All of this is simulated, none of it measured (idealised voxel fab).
process module | voxel wiring stack
Cross-section cut: width 225 nm, square cells of 5 nm.
If you're reading a cross-section in this doc, picture square cells in a grid; it comes to you as bands, top ones listed first down to the bottom, and a band can be one or more rows of cells.
Band entry format. Leading values: height of top, height of bottom, nm. Remainder: materials in left-to-right order, each with its width in nm. Special words: "throughout" on a single material, which then fills the band edge to edge; "blank", empty space.
The reference from which all heights are counted is 0, the level beneath which the as-received wafer is entirely one material; the lowest band, having no lower bound, proceeds downward and is written after the example "0 down".
The two numbers in a width such as "30 to 40" mark its ends across the band: the first belongs to the top row of cells, the second to the bottom row, and from each row to the next the width moves by the same amount.
For the purposes of this document, the phrase "stayed the same" attached to a step denotes that no cell within the cross-section was modified by that step.
The list in "Unvented internal voids" covers empty spaces of 8 cells or more that cannot reach the top through any open way, and it gives each as width x height at distance; the distance is from the left edge, and width, height and distance are in nm.
The remark found on a step's line after its settings is issued by the simulator itself and pertains to that step.
overlay nm: step with mask; distance mask lay right of planned place; negative value = left of planned place.
[Process steps (planned)]
1,RECEIVE (material Si)
2,CONFORMAL_DEP (material SiO2; thk nm 10)
3,CONFORMAL_DEP (material SiCN; thk nm 5)
4,DIRECTIONAL_DEP (material SiO2; thk nm 15)
5,DIRECTIONAL_DEP (material aC; thk nm 15)
6,PATTERN (tone open; mask id METAL_1; material resist; width nm 25; pitch nm 50; thk nm 30; overlay nm 0)
7,DIRECTIONAL_ETCH (etch materials aC; depth nm 15)
8,STRIP (etch materials resist)
9,DIRECTIONAL_ETCH (etch materials SiO2; depth nm 15)
10,DIRECTIONAL_ETCH (etch materials SiCN; depth nm 5)
11,STRIP (etch materials aC)
12,CONFORMAL_DEP (material TiN; thk nm 5)
13,FILL_DEP (material Cu; thk nm 10)
14,CMP (height nm 30)
15,CONFORMAL_DEP (material SiCN; thk nm 5)
16,DIRECTIONAL_DEP (material lowk; thk nm 15)
17,MASKED_ETCH (tone open; mask id PLUG_1; width nm 15; pitch nm 50; etch materials lowk; depth nm 15; overlay nm 0)
18,MASKED_ETCH (tone open; mask id PLUG_1; width nm 15; pitch nm 50; etch materials SiCN; depth nm 5; overlay nm 0)
19,CONFORMAL_DEP (material TiN; thk nm 5)
20,FILL_DEP (material Ru; thk nm 10)
21,CMP (height nm 50)
22,DIRECTIONAL_DEP (material TiN; thk nm 5)
23,DIRECTIONAL_DEP (material W; thk nm 15)
24,PATTERN (tone cover; mask id METAL_2; material resist; width nm 25; pitch nm 50; thk nm 20; overlay nm 0)
25,DIRECTIONAL_ETCH (etch materials W; depth nm 15)
26,DIRECTIONAL_ETCH (etch materials TiN; depth nm 5)
27,STRIP (etch materials resist)
28,CONFORMAL_DEP (material SiN; thk nm 5)
29,FILL_DEP (material lowk; thk nm 5)
30,CMP (height nm 70)
31,CONFORMAL_DEP (material SiCN; thk nm 5)
[Wafer as received: cross-section following step 1]
- 0 down: Si throughout
- Unvented internal voids: none
[Cross-section: first of two wafers, module finished, run according to plan]
- 75 to 70: SiCN throughout
- 70 to 55: 70 lowk; 5 SiN; 25 W; 5 SiN; 15 lowk; 5 SiN; 25 W; 5 SiN; 70 lowk
- 55 to 50: 75 SiN; 25 TiN; 25 SiN; 25 TiN; 75 SiN
- 50 to 35: 75 lowk; 5 TiN; 5 Ru; 5 TiN; 35 lowk; 5 TiN; 5 Ru; 5 TiN; 85 lowk
- 35 to 30: 75 SiCN; 15 TiN; 35 SiCN; 15 TiN; 85 SiCN
- 30 to 15: 75 SiO2; 5 TiN; 15 Cu; 5 TiN; 25 SiO2; 5 TiN; 15 Cu; 5 TiN; 75 SiO2
- 15 to 10: 75 SiCN; 25 TiN; 25 SiCN; 25 TiN; 75 SiCN
- 10 to 0: SiO2 throughout
- 0 down: Si throughout
- Unvented internal voids: none
[Cross-sectional view: second of two wafers, end of module; start and plan identical to the first, one mistake in running]
- 75 to 70: SiCN throughout
- 70 to 55: 70 lowk; 5 SiN; 25 W; 5 SiN; 15 lowk; 5 SiN; 25 W; 5 SiN; 70 lowk
- 55 to 50: 75 SiN; 25 TiN; 25 SiN; 25 TiN; 75 SiN
- 50 to 35: 75 lowk; 5 TiN; 5 Ru; 5 TiN; 35 lowk; 5 TiN; 5 Ru; 5 TiN; 85 lowk
- 35 to 30: 75 SiCN; 15 TiN; 35 SiCN; 15 TiN; 85 SiCN
- 30 to 15: 75 SiO2; 5 TiN; 20 Cu; 5 TiN; 20 SiO2; 5 TiN; 20 Cu; 5 TiN; 70 SiO2
- 15 to 10: 75 SiCN; 30 TiN; 20 SiCN; 30 TiN; 70 SiCN
- 10 to 0: SiO2 throughout
- 0 down: Si throughout
- Unvented internal voids: none
Where did the run depart from the plan? the process deviated at step 6: the operation and settings actually run there were PATTERN (tone open; mask id METAL_1; material resist; width nm 30; pitch nm 50; thk nm 30; overlay nm 0)
Upon completion, the second wafer contains, in terms of cells, a greater or smaller amount of certain materials than the first wafer: +6 Cu; -2 SiCN; -6 SiO2; +2 TiN
